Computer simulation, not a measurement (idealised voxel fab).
You're looking at the process module voxel air gaps.
The figure presents cross-section cut, which has a width of 210 nm and is divided into square cells with an edge length of 5 nm.
Reading order for cross-sections: top band down to bottom band. Underlying form: a grid of square cells. Band size: one or more rows of cells. Read a band's entry like this: the first values are the height of its top and the height of its bottom in nm, and what follows is the sequence of materials from left to right, each with its width in nm. Note that "empty" is empty space, and that a single material marked "all across" reaches across the band from edge to edge. Heights from 0 (as-received wafer is one material below). Bottom band endless downward, as "z 0 and below". When a width is written as two numbers, as in "30 to 40", the first number is the width in the top row of cells of the band and the second is the width in its bottom row, and the width changes by the same amount from each row to the next. "remains unaltered" means the step left every cell of the cross-section as it was. Any empty space of 8 cells or more lacking an open way to the top shows up in "Fully sealed voids" as width x height at distance, distance from the left edge, in nm. Note: text after step settings on the step line = simulator remark on that step. You can add "overlay nm" to a step's line. For a step with a mask, it describes how far the mask lay to the right of its planned position, and a negative number describes a lay to the left.
**The steps planned for the process are as follows**
1 RECEIVE [material Si]
2 CONFORMAL_DEP [material SiO2] [thk nm 15]
3 CONFORMAL_DEP [material SiN] [thk nm 5]
4 DIRECTIONAL_DEP [material SiO2] [thk nm 40]
5 PATTERN [tone open] [mask id LINES] [material resist] [width nm 15] [pitch nm 45] [thk nm 20] [overlay nm -15]
6 DIRECTIONAL_ETCH [etch materials SiO2] [depth nm 40]
7 STRIP [etch materials resist]
8 CONFORMAL_DEP [material TiN] [thk nm 5]
9 FILL_DEP [material W] [thk nm 5]
10 CMP [height nm 60]
11 EPI [material Ru] [thk nm 10]
12 SELECTIVE_ETCH [etch materials SiO2] [depth nm 50]
13 CONFORMAL_DEP [material SiN] [thk nm 5]
The overlay nm used in step 5 is not the same on every wafer, whereas the starting condition is; the value printed in the plan is the first wafer's.
**Cross-section of the first incoming wafer of several, state after step 1**
* z 0 and below: Si all across
* Fully sealed voids: none
**Cross-sectional representation of the first of several wafers at the end of the module, i.e. after its terminal step, step 13**
* z 75 to 70: SiN 180 nm  empty 30 nm
* z 70 to 60: SiN 5 nm  Ru 35 nm  SiN 10 nm  Ru 35 nm  SiN 10 nm  Ru 35 nm  SiN 10 nm  Ru 35 nm  SiN 5 nm  empty 30 nm
* z 60 to 55: SiN 15 nm  TiN 5 nm  W 5 nm  TiN 5 nm  SiN 30 nm  TiN 5 nm  W 5 nm  TiN 5 nm  SiN 30 nm  TiN 5 nm  W 5 nm  TiN 5 nm  SiN 30 nm  TiN 5 nm  W 5 nm  TiN 5 nm  SiN 15 nm  empty 30 nm
* z 55 to 25: empty 10 nm  SiN 5 nm  TiN 5 nm  W 5 nm  TiN 5 nm  SiN 5 nm  empty 20 nm  SiN 5 nm  TiN 5 nm  W 5 nm  TiN 5 nm  SiN 5 nm  empty 20 nm  SiN 5 nm  TiN 5 nm  W 5 nm  TiN 5 nm  SiN 5 nm  empty 20 nm  SiN 5 nm  TiN 5 nm  W 5 nm  TiN 5 nm  SiN 5 nm  empty 40 nm
* z 25 to 20: SiN 15 nm  TiN 15 nm  SiN 30 nm  TiN 15 nm  SiN 30 nm  TiN 15 nm  SiN 30 nm  TiN 15 nm  SiN 45 nm
* z 20 to 15: SiN all across
* z 15 to 0: SiO2 all across
* z 0 and below: Si all across
* Fully sealed voids: 10 x 30 at 0; 20 x 30 at 35; 20 x 30 at 80; 20 x 30 at 125
**The final wafer, sectioned at module end**
* z 75 to 70: empty 30 nm  SiN 180 nm
* z 70 to 60: empty 30 nm  SiN 5 nm  Ru 35 nm  SiN 10 nm  Ru 35 nm  SiN 10 nm  Ru 35 nm  SiN 10 nm  Ru 35 nm  SiN 5 nm
* z 60 to 55: empty 30 nm  SiN 15 nm  TiN 5 nm  W 5 nm  TiN 5 nm  SiN 30 nm  TiN 5 nm  W 5 nm  TiN 5 nm  SiN 30 nm  TiN 5 nm  W 5 nm  TiN 5 nm  SiN 30 nm  TiN 5 nm  W 5 nm  TiN 5 nm  SiN 15 nm
* z 55 to 25: empty 40 nm  SiN 5 nm  TiN 5 nm  W 5 nm  TiN 5 nm  SiN 5 nm  empty 20 nm  SiN 5 nm  TiN 5 nm  W 5 nm  TiN 5 nm  SiN 5 nm  empty 20 nm  SiN 5 nm  TiN 5 nm  W 5 nm  TiN 5 nm  SiN 5 nm  empty 20 nm  SiN 5 nm  TiN 5 nm  W 5 nm  TiN 5 nm  SiN 5 nm  empty 10 nm
* z 25 to 20: SiN 45 nm  TiN 15 nm  SiN 30 nm  TiN 15 nm  SiN 30 nm  TiN 15 nm  SiN 30 nm  TiN 15 nm  SiN 15 nm
* z 20 to 15: SiN all across
* z 15 to 0: SiO2 all across
* z 0 and below: Si all across
* Fully sealed voids: 20 x 30 at 65; 20 x 30 at 110; 20 x 30 at 155; 10 x 30 at 200
**Wafer rows, end of module: cells per material gained (+) or lost (-) since receipt; closed voids last**
overlay nm -15, +56 Ru, +196 SiN, +126 SiO2, +68 TiN, +28 W, Fully sealed voids: 10 x 30 at 0; 20 x 30 at 35; 20 x 30 at 80; 20 x 30 at 125
overlay nm -10, +56 Ru, +196 SiN, +126 SiO2, +68 TiN, +28 W, Fully sealed voids: 20 x 30 at 40; 20 x 30 at 85; 20 x 30 at 130
overlay nm -5, +56 Ru, +196 SiN, +126 SiO2, +68 TiN, +28 W, Fully sealed voids: 20 x 30 at 45; 20 x 30 at 90; 20 x 30 at 135
overlay nm 0, +56 Ru, +196 SiN, +126 SiO2, +68 TiN, +28 W, Fully sealed voids: 20 x 30 at 50; 20 x 30 at 95; 20 x 30 at 140
overlay nm 5, +56 Ru, +196 SiN, +126 SiO2, +68 TiN, +28 W, Fully sealed voids: 20 x 30 at 55; 20 x 30 at 100; 20 x 30 at 145
overlay nm 10, +56 Ru, +196 SiN, +126 SiO2, +68 TiN, +28 W, Fully sealed voids: 20 x 30 at 60; 20 x 30 at 105; 20 x 30 at 150
overlay nm 15, +56 Ru, +196 SiN, +126 SiO2, +68 TiN, +28 W, Fully sealed voids: 20 x 30 at 65; 20 x 30 at 110; 20 x 30 at 155; 10 x 30 at 200
